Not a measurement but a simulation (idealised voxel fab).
Herein follows the process module entitled voxel wiring stack.
Cross-sectional view cut (width: 265 nm; square cell size: 5 nm).
Cross-section, as written here: a square-cell grid given band by band from the top down, where a band holds one or more rows of cells.
A band entry consists of two parts. The first gives the height of the band's top and the height of its bottom, in nm. The rest lists the band's materials from left to right, each with its width in nm. A single material labelled with the word "throughout" fills the band from edge to edge, and the word "empty" marks empty space.
Heights are expressed relative to 0, this being the level below which the as-received wafer comprises one material exclusively. The lowest band is unbounded in the downward direction and is denoted as in "0..down".
A width such as "30..40" changes by the same amount from each row of cells to the next, from the band's top row to its bottom row.
Step note "stayed the same" = no cross-section cell changed.
What "Enclosed internal cavities" gives you is every empty space of 8 cells or more that is cut off from the top. Each appears as width x height at distance, with the distance taken from the left edge and width, height and distance all in nm.
The remark found on a step's line after its settings is issued by the simulator itself and pertains to that step.
The optional step-line setting "overlay nm" applies to steps with a mask and quantifies how far to the right of its planned location the mask lay, a negative value indicating leftward placement.
The process steps that were planned are listed below:
| 1 | RECEIVE,material Si |
| 2 | CONFORMAL_DEP,material SiO2,thk nm 10 |
| 3 | CONFORMAL_DEP,material SiCN,thk nm 5 |
| 4 | DIRECTIONAL_DEP,material SiO2,thk nm 20 |
| 5 | DIRECTIONAL_DEP,material aC,thk nm 15 |
| 6 | PATTERN,tone open,mask id METAL_1,material resist,width nm 30,pitch nm 60,thk nm 35,overlay nm 0 |
| 7 | DIRECTIONAL_ETCH,etch materials aC,depth nm 15 |
| 8 | STRIP,etch materials resist |
| 9 | DIRECTIONAL_ETCH,etch materials SiO2,depth nm 20 |
| 10 | DIRECTIONAL_ETCH,etch materials SiCN,depth nm 5 |
| 11 | STRIP,etch materials aC |
| 12 | CONFORMAL_DEP,material TiN,thk nm 5 |
| 13 | FILL_DEP,material W,thk nm 5 |
| 14 | CMP,height nm 35 |
| 15 | EPI,material Ru,thk nm 5 |
| 16 | FILL_DEP,material SiCN,thk nm 5 |
| 17 | DIRECTIONAL_DEP,material SiO2,thk nm 10 |
| 18 | PATTERN,tone open,mask id PLUG_1,material resist,width nm 15,pitch nm 60,thk nm 15,overlay nm -15 |
| 19 | DIRECTIONAL_ETCH,etch materials SiO2,depth nm 10 |
| 20 | DIRECTIONAL_ETCH,etch materials SiCN,depth nm 5 |
| 21 | STRIP,etch materials resist |
| 22 | EPI,material Ru,thk nm 10 |
| 23 | EPI,material Ru,thk nm 5 |
| 24 | DIRECTIONAL_DEP,material TiN,thk nm 5 |
| 25 | DIRECTIONAL_DEP,material W,thk nm 15 |
| 26 | DIRECTIONAL_DEP,material aC,thk nm 15 |
| 27 | PATTERN,tone cover,mask id METAL_2,material resist,width nm 30,pitch nm 60,thk nm 30,overlay nm 0 |
| 28 | DIRECTIONAL_ETCH,etch materials aC,depth nm 15 |
| 29 | STRIP,etch materials resist |
| 30 | DIRECTIONAL_ETCH,etch materials W,depth nm 15 |
| 31 | DIRECTIONAL_ETCH,etch materials TiN,depth nm 5 |
| 32 | STRIP,etch materials aC |
| 33 | CONFORMAL_DEP,material SiN,thk nm 5 |
| 34 | FILL_DEP,material lowk,thk nm 5 |
| 35 | CMP,height nm 75 |
| 36 | CONFORMAL_DEP,material SiCN,thk nm 5 |
Be aware that, although all wafers share a common starting state, the overlay nm at step 18 differs among them, and the plan displays the first wafer's value.
As-received cross-section, first of several wafers, post step 1:
- 0..down | Si throughout
- Enclosed internal cavities: none
At the end of the module, after its last step, step 36, the first of several wafers appears in cross-section as follows:
- 80..75 | SiCN throughout
- 75..60 | lowk 50; SiN 5; W 30; SiN 5; lowk 20; SiN 5; W 30; SiN 5; lowk 20; SiN 5; W 30; SiN 5; lowk 55
- 60..55 | SiN 55; TiN 30; SiN 30; TiN 30; SiN 30; TiN 30; SiN 60
- 55..45 | SiO2 40; Ru 15; SiO2 45; Ru 15; SiO2 45; Ru 15; SiO2 90
- 45..35 | SiCN 40..50; Ru 15..40; SiCN 45..20; Ru 15..40; SiCN 45..20; Ru 15..40; SiCN 90..55
- 35..15 | SiO2 55; TiN 5; W 20; TiN 5; SiO2 30; TiN 5; W 20; TiN 5; SiO2 30; TiN 5; W 20; TiN 5; SiO2 60
- 15..10 | SiCN 55; TiN 30; SiCN 30; TiN 30; SiCN 30; TiN 30; SiCN 60
- 10..0 | SiO2 throughout
- 0..down | Si throughout
- Enclosed internal cavities: none
Final wafer cross-section at module end:
- 80..75 | SiCN throughout
- 75..60 | lowk 50; SiN 5; W 30; SiN 5; lowk 20; SiN 5; W 30; SiN 5; lowk 20; SiN 5; W 30; SiN 5; lowk 55
- 60..55 | SiN 55; TiN 30; SiN 30; TiN 30; SiN 30; TiN 30; SiN 60
- 55..45 | SiO2 70; Ru 15; SiO2 45; Ru 15; SiO2 45; Ru 15; SiO2 60
- 45..35 | SiCN 70..50; Ru 15..40; SiCN 45..20; Ru 15..40; SiCN 45..20; Ru 15..40; SiCN 60..55
- 35..15 | SiO2 55; TiN 5; W 20; TiN 5; SiO2 30; TiN 5; W 20; TiN 5; SiO2 30; TiN 5; W 20; TiN 5; SiO2 60
- 15..10 | SiCN 55; TiN 30; SiCN 30; TiN 30; SiCN 30; TiN 30; SiCN 60
- 10..0 | SiO2 throughout
- 0..down | Si throughout
- Enclosed internal cavities: none
So in this table every wafer gets its own row, and what you see is where it stands at the end of the module: for each material, how many cells it picked up (+) or gave up (-) since we received it, and after that its closed voids:
overlay nm -15 | +51 Ru | +161 SiCN | +53 SiN | +334 SiO2 | +60 TiN | +102 W | +87 lowk | Enclosed internal cavities: none
overlay nm -10 | +51 Ru | +161 SiCN | +53 SiN | +334 SiO2 | +60 TiN | +102 W | +87 lowk | Enclosed internal cavities: none
overlay nm -5 | +51 Ru | +161 SiCN | +53 SiN | +334 SiO2 | +60 TiN | +102 W | +87 lowk | Enclosed internal cavities: none
overlay nm 0 | +51 Ru | +161 SiCN | +53 SiN | +334 SiO2 | +60 TiN | +102 W | +87 lowk | Enclosed internal cavities: none
overlay nm 5 | +51 Ru | +161 SiCN | +53 SiN | +334 SiO2 | +60 TiN | +102 W | +87 lowk | Enclosed internal cavities: none
overlay nm 10 | +51 Ru | +161 SiCN | +53 SiN | +334 SiO2 | +60 TiN | +102 W | +87 lowk | Enclosed internal cavities: none
overlay nm 15 | +51 Ru | +161 SiCN | +53 SiN | +334 SiO2 | +60 TiN | +102 W | +87 lowk | Enclosed internal cavities: none
